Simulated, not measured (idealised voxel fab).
Herein follows the process module entitled voxel transistor to metal.
Section cut is 205 nm wide and gridded with 5 nm square cells.
A cross-section is a grid of square cells, given in bands from the top down. A band is one or more rows of cells.
This entry defines a band. It first specifies the height of the band's top and the height of its bottom in nm, and then specifies the band's materials from left to right, stating each material with its width in nm. The word "edge to edge" identifies a single material that fills the band from edge to edge, while the word "empty" identifies empty space.
Heights from 0 (as-received wafer is one material below). Bottom band endless downward, as "0 nm and below".
Per-row width for "30->40": begins at first number (top row of band), ends at second number (bottom row), increment between rows held constant.
"no modifications" for a step: no cell of the cross-section changed in that step.
"Sealed void listing" means: voids of 8 cells or more that are shut off from the top with no open way through. Written width x height at distance, distance from the left edge, in nm.
Formally, on a step line, whatever follows the settings is a remark that the simulator itself makes on the step.
A step's line can hold "overlay nm"; with a mask on that step, the setting says how far right of the planned place the mask lay, while a negative setting says it lay to the left.
Planned process steps:
1: RECEIVE,material Si
2: OXIDIZE,depth nm 5
3: CONFORMAL_DEP,material SiN,thk nm 15
4: DIRECTIONAL_DEP,material aC,thk nm 10
5: PATTERN,tone cover,mask id ACTIVE,material resist,width nm 105,thk nm 25,overlay nm 0
6: DIRECTIONAL_ETCH,etch materials aC,depth nm 10
7: STRIP,etch materials resist
8: DIRECTIONAL_ETCH,etch materials SiN,depth nm 15
9: DIRECTIONAL_ETCH,etch materials SiO2,depth nm 5
10: DIRECTIONAL_ETCH,etch materials Si,depth nm 35
11: STRIP,etch materials aC
12: FILL_DEP,material SiO2,thk nm 15
13: CMP,height nm 15
14: SELECTIVE_ETCH,etch materials SiO2,depth nm 10
15: STRIP,etch materials SiN
16: SELECTIVE_ETCH,etch materials SiO2,depth nm 5
17: OXIDIZE,depth nm 5
18: DIRECTIONAL_DEP,material polySi,thk nm 20
19: DIRECTIONAL_DEP,material SiCN,thk nm 15
20: MASKED_ETCH,tone cover,mask id GATE,width nm 25,etch materials SiCN,depth nm 25,overlay nm 0
21: MASKED_ETCH,tone cover,mask id GATE,width nm 25,etch materials polySi,depth nm 30,overlay nm 0
22: CONFORMAL_DEP,material SiN,thk nm 10
23: DIRECTIONAL_ETCH,etch materials SiN,depth nm 10
24: DIRECTIONAL_ETCH,etch materials SiO2,depth nm 5
25: DIRECTIONAL_ETCH,etch materials Si,depth nm 15
26: EPI,material pSi,thk nm 15
27: FILL_DEP,material SiO2,thk nm 10
28: CMP,height nm 15
29: STRIP,etch materials polySi
30: SELECTIVE_ETCH,etch materials SiO2,depth nm 5
31: CONFORMAL_DEP,material HfO2,thk nm 5
32: CONFORMAL_DEP,material TiN,thk nm 5
33: FILL_DEP,material W,thk nm 5
34: CMP,height nm 10
35: DIRECTIONAL_DEP,material SiO2,thk nm 15
36: MASKED_ETCH,tone open,mask id CONTACT,width nm 15,pitch nm 80,etch materials SiO2,depth nm 20,overlay nm 0
37: CONFORMAL_DEP,material TiN,thk nm 5
38: FILL_DEP,material W,thk nm 5
39: CMP,height nm 25
40: CONFORMAL_DEP,material SiCN,thk nm 5
41: DIRECTIONAL_DEP,material SiO2,thk nm 25
42: DIRECTIONAL_DEP,material aC,thk nm 10
43: PATTERN,tone open,mask id METAL_1,material resist,width nm 15,pitch nm 80,thk nm 30,overlay nm 0
44: DIRECTIONAL_ETCH,etch materials aC,depth nm 10
45: STRIP,etch materials resist
46: DIRECTIONAL_ETCH,etch materials SiO2,depth nm 25
47: DIRECTIONAL_ETCH,etch materials SiCN,depth nm 5
48: STRIP,etch materials aC
49: CONFORMAL_DEP,material TiN,thk nm 5
50: FILL_DEP,material W,thk nm 5
51: CMP,height nm 55
52: EPI,material Ru,thk nm 5
53: FILL_DEP,material SiCN,thk nm 5
The first of a set of two wafers, run to plan:
Step 1 complete: cross-section of the wafer as received:
  0 nm and below  Si edge to edge
  Sealed void listing: none
Take a look at the wafer's cross-section after step 2:
  0 nm to -5 nm  SiO2 edge to edge
  Anything lower than -5 is untouched.
Take a look at the wafer's cross-section after step 3:
  15 nm to 0 nm  SiN edge to edge
  Anything lower than 0 is untouched.
Take a look at the wafer's cross-section after step 4:
  25 nm to 15 nm  aC edge to edge
  Anything lower than 15 is untouched.
Take a look at the wafer's cross-section after step 5:
  50 nm to 25 nm  empty 50  resist 105  empty 50
  Anything lower than 25 is untouched.
Take a look at the wafer's cross-section after step 6:
  40 nm to 25 nm  empty 50  resist 105  empty 50
  25 nm to 15 nm  empty 50  aC 105  empty 50
  Anything lower than 15 is untouched.
Take a look at the wafer's cross-section after step 7:
  25 nm to 15 nm  empty 50  aC 105  empty 50
  Anything lower than 15 is untouched.
Take a look at the wafer's cross-section after step 8:
  25 nm to 15 nm  empty 50  aC 105  empty 50
  15 nm to 0 nm  empty 50  SiN 105  empty 50
  Anything lower than 0 is untouched.
Take a look at the wafer's cross-section after step 9:
  25 nm to 15 nm  empty 50  aC 105  empty 50
  15 nm to 0 nm  empty 50  SiN 105  empty 50
  0 nm to -5 nm  empty 50  SiO2 105  empty 50
  Anything lower than -5 is untouched.
Take a look at the wafer's cross-section after step 10:
  25 nm to 15 nm  empty 50  aC 105  empty 50
  15 nm to 0 nm  empty 50  SiN 105  empty 50
  0 nm to -5 nm  empty 50  SiO2 105  empty 50
  -5 nm to -40 nm  empty 50  Si 105  empty 50
  Anything lower than -40 is untouched.
Take a look at the wafer's cross-section after step 11:
  15 nm to 0 nm  empty 50  SiN 105  empty 50
  Anything lower than 0 is untouched.
Take a look at the wafer's cross-section after step 12:
  30 nm to 15 nm  SiO2 edge to edge
  15 nm to 0 nm  SiO2 50  SiN 105  SiO2 50
  0 nm to -5 nm  SiO2 edge to edge
  -5 nm to -40 nm  SiO2 50  Si 105  SiO2 50
  Anything lower than -40 is untouched.
Take a look at the wafer's cross-section after step 13:
  15 nm to 0 nm  SiO2 50  SiN 105  SiO2 50
  Anything lower than 0 is untouched.
Take a look at the wafer's cross-section after step 14:
  15 nm to 5 nm  empty 50  SiN 105  empty 50
  Anything lower than 5 is untouched.
Take a look at the wafer's cross-section after step 15:
  5 nm to 0 nm  SiO2 50  empty 105  SiO2 50
  Anything lower than 0 is untouched.
Take a look at the wafer's cross-section after step 16:
  0 nm to -5 nm  SiO2 45  empty 115  SiO2 45
  Anything lower than -5 is untouched.
Take a look at the wafer's cross-section after step 17:
  0 nm to -5 nm  SiO2 45  empty 115  SiO2 45
  -5 nm to -10 nm  SiO2 edge to edge
  Anything lower than -10 is untouched.
Take a look at the wafer's cross-section after step 18:
  20 nm to 15 nm  polySi 45  empty 115  polySi 45
  15 nm to 0 nm  polySi edge to edge
  0 nm to -5 nm  SiO2 45  polySi 115  SiO2 45
  Anything lower than -5 is untouched.
Take a look at the wafer's cross-section after step 19:
  35 nm to 30 nm  SiCN 45  empty 115  SiCN 45
  30 nm to 20 nm  SiCN edge to edge
  20 nm to 15 nm  polySi 45  SiCN 115  polySi 45
  Anything lower than 15 is untouched.
Take a look at the wafer's cross-section after step 20:
  30 nm to 20 nm  empty 90  SiCN 25  empty 90
  20 nm to 15 nm  polySi 45  empty 45  SiCN 25  empty 45  polySi 45
  Anything lower than 15 is untouched.
Take a look at the wafer's cross-section after step 21:
  30 nm to 15 nm  empty 90  SiCN 25  empty 90
  15 nm to 0 nm  empty 90  polySi 25  empty 90
  0 nm to -5 nm  SiO2 45  empty 45  polySi 25  empty 45  SiO2 45
  Anything lower than -5 is untouched.
Take a look at the wafer's cross-section after step 22:
  40 nm to 30 nm  empty 80  SiN 45  empty 80
  30 nm to 15 nm  empty 80  SiN 10  SiCN 25  SiN 10  empty 80
  15 nm to 10 nm  empty 80  SiN 10  polySi 25  SiN 10  empty 80
  10 nm to 5 nm  SiN 55  empty 25  SiN 10  polySi 25  SiN 10  empty 25  SiN 55
  5 nm to 0 nm  SiN 90  polySi 25  SiN 90
  0 nm to -5 nm  SiO2 45  SiN 45  polySi 25  SiN 45  SiO2 45
  Anything lower than -5 is untouched.
Take a look at the wafer's cross-section after step 23:
  30 nm to 15 nm  empty 80  SiN 10  SiCN 25  SiN 10  empty 80
  15 nm to 0 nm  empty 80  SiN 10  polySi 25  SiN 10  empty 80
  0 nm to -5 nm  SiO2 45  SiN 10  empty 25  SiN 10  polySi 25  SiN 10  empty 25  SiN 10  SiO2 45
  Anything lower than -5 is untouched.
Take a look at the wafer's cross-section after step 24:
  30 nm to 15 nm  empty 80  SiN 10  SiCN 25  SiN 10  empty 80
  15 nm to 0 nm  empty 80  SiN 10  polySi 25  SiN 10  empty 80
  0 nm to -5 nm  empty 45  SiN 10  empty 25  SiN 10  polySi 25  SiN 10  empty 25  SiN 10  empty 45
  -5 nm to -10 nm  SiO2 55  empty 25  SiO2 45  empty 25  SiO2 55
  Anything lower than -10 is untouched.
Take a look at the wafer's cross-section after step 25:
  30 nm to 15 nm  empty 80  SiN 10  SiCN 25  SiN 10  empty 80
  15 nm to 0 nm  empty 80  SiN 10  polySi 25  SiN 10  empty 80
  0 nm to -5 nm  empty 45  SiN 10  empty 25  SiN 10  polySi 25  SiN 10  empty 25  SiN 10  empty 45
  -5 nm to -10 nm  SiO2 55  empty 25  SiO2 45  empty 25  SiO2 55
  -10 nm to -25 nm  SiO2 50  Si 5  empty 25  Si 45  empty 25  Si 5  SiO2 50
  Anything lower than -25 is untouched.
Take a look at the wafer's cross-section after step 26:
  30 nm to 15 nm  empty 80  SiN 10  SiCN 25  SiN 10  empty 80
  15 nm to 5 nm  empty 80  SiN 10  polySi 25  SiN 10  empty 80
  5 nm to 0 nm  empty 50  pSi 30  SiN 10  polySi 25  SiN 10  pSi 30  empty 50
  0 nm to -5 nm  empty 45  SiN 10  pSi 25  SiN 10  polySi 25  SiN 10  pSi 25  SiN 10  empty 45
  -5 nm to -10 nm  SiO2 55  pSi 25  SiO2 45  pSi 25  SiO2 55
  -10 nm to -25 nm  SiO2 50  Si 5  pSi 25  Si 45  pSi 25  Si 5  SiO2 50
  Anything lower than -25 is untouched.
Take a look at the wafer's cross-section after step 27:
  40 nm to 30 nm  SiO2 edge to edge
  30 nm to 15 nm  SiO2 80  SiN 10  SiCN 25  SiN 10  SiO2 80
  15 nm to 5 nm  SiO2 80  SiN 10  polySi 25  SiN 10  SiO2 80
  5 nm to 0 nm  SiO2 50  pSi 30  SiN 10  polySi 25  SiN 10  pSi 30  SiO2 50
  0 nm to -5 nm  SiO2 45  SiN 10  pSi 25  SiN 10  polySi 25  SiN 10  pSi 25  SiN 10  SiO2 45
  Anything lower than -5 is untouched.
Take a look at the wafer's cross-section after step 28:
  15 nm to 5 nm  SiO2 80  SiN 10  polySi 25  SiN 10  SiO2 80
  Anything lower than 5 is untouched.
Take a look at the wafer's cross-section after step 29:
  15 nm to 5 nm  SiO2 80  SiN 10  empty 25  SiN 10  SiO2 80
  5 nm to 0 nm  SiO2 50  pSi 30  SiN 10  empty 25  SiN 10  pSi 30  SiO2 50
  0 nm to -5 nm  SiO2 45  SiN 10  pSi 25  SiN 10  empty 25  SiN 10  pSi 25  SiN 10  SiO2 45
  Anything lower than -5 is untouched.
Take a look at the wafer's cross-section after step 30:
  15 nm to 10 nm  empty 80  SiN 10  empty 25  SiN 10  empty 80
  10 nm to 5 nm  SiO2 80  SiN 10  empty 25  SiN 10  SiO2 80
  5 nm to 0 nm  SiO2 50  pSi 30  SiN 10  empty 25  SiN 10  pSi 30  SiO2 50
  0 nm to -5 nm  SiO2 45  SiN 10  pSi 25  SiN 10  empty 25  SiN 10  pSi 25  SiN 10  SiO2 45
  -5 nm to -10 nm  SiO2 55  pSi 25  SiO2 5  empty 35  SiO2 5  pSi 25  SiO2 55
  Anything lower than -10 is untouched.
Take a look at the wafer's cross-section after step 31:
  20 nm to 15 nm  empty 75  HfO2 20  empty 15  HfO2 20  empty 75
  15 nm to 10 nm  HfO2 80  SiN 10  HfO2 5  empty 15  HfO2 5  SiN 10  HfO2 80
  10 nm to 5 nm  SiO2 80  SiN 10  HfO2 5  empty 15  HfO2 5  SiN 10  SiO2 80
  5 nm to 0 nm  SiO2 50  pSi 30  SiN 10  HfO2 5  empty 15  HfO2 5  SiN 10  pSi 30  SiO2 50
  0 nm to -5 nm  SiO2 45  SiN 10  pSi 25  SiN 10  HfO2 5  empty 15  HfO2 5  SiN 10  pSi 25  SiN 10  SiO2 45
  -5 nm to -10 nm  SiO2 55  pSi 25  SiO2 5  HfO2 35  SiO2 5  pSi 25  SiO2 55
  Anything lower than -10 is untouched.
Take a look at the wafer's cross-section after step 32:
  25 nm to 20 nm  empty 70  TiN 30  empty 5  TiN 30  empty 70
  20 nm to 15 nm  TiN 75  HfO2 20  TiN 5  empty 5  TiN 5  HfO2 20  TiN 75
  15 nm to 10 nm  HfO2 80  SiN 10  HfO2 5  TiN 5  empty 5  TiN 5  HfO2 5  SiN 10  HfO2 80
  10 nm to 5 nm  SiO2 80  SiN 10  HfO2 5  TiN 5  empty 5  TiN 5  HfO2 5  SiN 10  SiO2 80
  5 nm to 0 nm  SiO2 50  pSi 30  SiN 10  HfO2 5  TiN 5  empty 5  TiN 5  HfO2 5  SiN 10  pSi 30  SiO2 50
  0 nm to -5 nm  SiO2 45  SiN 10  pSi 25  SiN 10  HfO2 5  TiN 15  HfO2 5  SiN 10  pSi 25  SiN 10  SiO2 45
  Anything lower than -5 is untouched.
Take a look at the wafer's cross-section after step 33:
  30 nm to 25 nm  W edge to edge
  25 nm to 20 nm  W 70  TiN 30  W 5  TiN 30  W 70
  20 nm to 15 nm  TiN 75  HfO2 20  TiN 5  W 5  TiN 5  HfO2 20  TiN 75
  15 nm to 10 nm  HfO2 80  SiN 10  HfO2 5  TiN 5  W 5  TiN 5  HfO2 5  SiN 10  HfO2 80
  10 nm to 5 nm  SiO2 80  SiN 10  HfO2 5  TiN 5  W 5  TiN 5  HfO2 5  SiN 10  SiO2 80
  5 nm to 0 nm  SiO2 50  pSi 30  SiN 10  HfO2 5  TiN 5  W 5  TiN 5  HfO2 5  SiN 10  pSi 30  SiO2 50
  Anything lower than 0 is untouched.
Take a look at the wafer's cross-section after step 34:
  10 nm to 5 nm  SiO2 80  SiN 10  HfO2 5  TiN 5  W 5  TiN 5  HfO2 5  SiN 10  SiO2 80
  Anything lower than 5 is untouched.
Take a look at the wafer's cross-section after step 35:
  25 nm to 10 nm  SiO2 edge to edge
  Anything lower than 10 is untouched.
Take a look at the wafer's cross-section after step 36:
  25 nm to 10 nm  SiO2 55  empty 15  SiO2 65  empty 15  SiO2 55
  10 nm to 5 nm  SiO2 55  empty 15  SiO2 10  SiN 10  HfO2 5  TiN 5  W 5  TiN 5  HfO2 5  SiN 10  SiO2 10  empty 15  SiO2 55
  Anything lower than 5 is untouched.
Take a look at the wafer's cross-section after step 37:
  30 nm to 25 nm  TiN 60  empty 5  TiN 75  empty 5  TiN 60
  25 nm to 10 nm  SiO2 55  TiN 5  empty 5  TiN 5  SiO2 65  TiN 5  empty 5  TiN 5  SiO2 55
  10 nm to 5 nm  SiO2 55  TiN 15  SiO2 10  SiN 10  HfO2 5  TiN 5  W 5  TiN 5  HfO2 5  SiN 10  SiO2 10  TiN 15  SiO2 55
  Anything lower than 5 is untouched.
Take a look at the wafer's cross-section after step 38:
  35 nm to 30 nm  W edge to edge
  30 nm to 25 nm  TiN 60  W 5  TiN 75  W 5  TiN 60
  25 nm to 10 nm  SiO2 55  TiN 5  W 5  TiN 5  SiO2 65  TiN 5  W 5  TiN 5  SiO2 55
  Anything lower than 10 is untouched.
Take a look at the wafer's cross-section after step 39:
  25 nm to 10 nm  SiO2 55  TiN 5  W 5  TiN 5  SiO2 65  TiN 5  W 5  TiN 5  SiO2 55
  Anything lower than 10 is untouched.
Take a look at the wafer's cross-section after step 40:
  30 nm to 25 nm  SiCN edge to edge
  Anything lower than 25 is untouched.
Take a look at the wafer's cross-section after step 41:
  55 nm to 30 nm  SiO2 edge to edge
  Anything lower than 30 is untouched.
Take a look at the wafer's cross-section after step 42:
  65 nm to 55 nm  aC edge to edge
  Anything lower than 55 is untouched.
Take a look at the wafer's cross-section after step 43:
  95 nm to 65 nm  resist 55  empty 15  resist 65  empty 15  resist 55
  Anything lower than 65 is untouched.
Take a look at the wafer's cross-section after step 44:
  85 nm to 65 nm  resist 55  empty 15  resist 65  empty 15  resist 55
  65 nm to 55 nm  aC 55  empty 15  aC 65  empty 15  aC 55
  Anything lower than 55 is untouched.
Take a look at the wafer's cross-section after step 45:
  65 nm to 55 nm  aC 55  empty 15  aC 65  empty 15  aC 55
  Anything lower than 55 is untouched.
Take a look at the wafer's cross-section after step 46:
  65 nm to 55 nm  aC 55  empty 15  aC 65  empty 15  aC 55
  55 nm to 30 nm  SiO2 55  empty 15  SiO2 65  empty 15  SiO2 55
  Anything lower than 30 is untouched.
Take a look at the wafer's cross-section after step 47:
  65 nm to 55 nm  aC 55  empty 15  aC 65  empty 15  aC 55
  55 nm to 30 nm  SiO2 55  empty 15  SiO2 65  empty 15  SiO2 55
  30 nm to 25 nm  SiCN 55  empty 15  SiCN 65  empty 15  SiCN 55
  Anything lower than 25 is untouched.
Take a look at the wafer's cross-section after step 48:
  55 nm to 30 nm  SiO2 55  empty 15  SiO2 65  empty 15  SiO2 55
  Anything lower than 30 is untouched.
Take a look at the wafer's cross-section after step 49:
  60 nm to 55 nm  TiN 60  empty 5  TiN 75  empty 5  TiN 60
  55 nm to 30 nm  SiO2 55  TiN 5  empty 5  TiN 5  SiO2 65  TiN 5  empty 5  TiN 5  SiO2 55
  30 nm to 25 nm  SiCN 55  TiN 15  SiCN 65  TiN 15  SiCN 55
  Anything lower than 25 is untouched.
Take a look at the wafer's cross-section after step 50:
  65 nm to 60 nm  W edge to edge
  60 nm to 55 nm  TiN 60  W 5  TiN 75  W 5  TiN 60
  55 nm to 30 nm  SiO2 55  TiN 5  W 5  TiN 5  SiO2 65  TiN 5  W 5  TiN 5  SiO2 55
  Anything lower than 30 is untouched.
Take a look at the wafer's cross-section after step 51:
  55 nm to 30 nm  SiO2 55  TiN 5  W 5  TiN 5  SiO2 65  TiN 5  W 5  TiN 5  SiO2 55
  Anything lower than 30 is untouched.
Take a look at the wafer's cross-section after step 52:
  60 nm to 55 nm  empty 50  Ru 25  empty 55  Ru 25  empty 50
  Anything lower than 55 is untouched.
Take a look at the wafer's cross-section after step 53:
  65 nm to 60 nm  SiCN edge to edge
  60 nm to 55 nm  SiCN 50  Ru 25  SiCN 55  Ru 25  SiCN 50
  Anything lower than 55 is untouched.
Here the second wafer is described. Its start and its plan were those of the first wafer. Its run contained one mistake. Up to and including step 39, it did exactly what the first wafer did:
X-section, second wafer, when step 40 was due to finish:
  50 nm to 25 nm  SiO2 edge to edge
  Anything lower than 25 is untouched.
X-section, second wafer, when step 41 was due to finish:
  55 nm to 50 nm  SiCN edge to edge
  Anything lower than 50 is untouched.
X-section, second wafer, when step 42 was due to finish:
  65 nm to 55 nm  aC edge to edge
  Anything lower than 55 is untouched.
X-section, second wafer, when step 43 was due to finish:
  95 nm to 65 nm  resist 55  empty 15  resist 65  empty 15  resist 55
  Anything lower than 65 is untouched.
X-section, second wafer, when step 44 was due to finish:
  85 nm to 65 nm  resist 55  empty 15  resist 65  empty 15  resist 55
  65 nm to 55 nm  aC 55  empty 15  aC 65  empty 15  aC 55
  Anything lower than 55 is untouched.
X-section, second wafer, when step 45 was due to finish:
  65 nm to 55 nm  aC 55  empty 15  aC 65  empty 15  aC 55
  Anything lower than 55 is untouched.
X-section, second wafer, when step 46 was due to finish: no modifications
X-section, second wafer, when step 47 was due to finish:
  65 nm to 55 nm  aC 55  empty 15  aC 65  empty 15  aC 55
  55 nm to 50 nm  SiCN 55  empty 15  SiCN 65  empty 15  SiCN 55
  Anything lower than 50 is untouched.
X-section, second wafer, when step 48 was due to finish:
  55 nm to 50 nm  SiCN 55  empty 15  SiCN 65  empty 15  SiCN 55
  Anything lower than 50 is untouched.
X-section, second wafer, when step 49 was due to finish:
  60 nm to 55 nm  TiN 60  empty 5  TiN 75  empty 5  TiN 60
  55 nm to 50 nm  SiCN 55  TiN 15  SiCN 65  TiN 15  SiCN 55
  Anything lower than 50 is untouched.
X-section, second wafer, when step 50 was due to finish:
  65 nm to 60 nm  W edge to edge
  60 nm to 55 nm  TiN 60  W 5  TiN 75  W 5  TiN 60
  Anything lower than 55 is untouched.
X-section, second wafer, when step 51 was due to finish:
  55 nm to 50 nm  SiCN 55  TiN 15  SiCN 65  TiN 15  SiCN 55
  Anything lower than 50 is untouched.
X-section, second wafer, when step 52 was due to finish:
  60 nm to 55 nm  empty 50  Ru 25  empty 55  Ru 25  empty 50
  Anything lower than 55 is untouched.
X-section, second wafer, when step 53 was due to finish:
  65 nm to 60 nm  SiCN edge to edge
  60 nm to 55 nm  SiCN 50  Ru 25  SiCN 55  Ru 25  SiCN 50
  Anything lower than 55 is untouched.
Deviation from plan: steps 40 and 41 run out of order (swapped)
The final cell counts differ between the wafers, with the second having more or fewer of some materials than the first: SiO2: 30 more, TiN: 20 fewer, W: 10 fewer
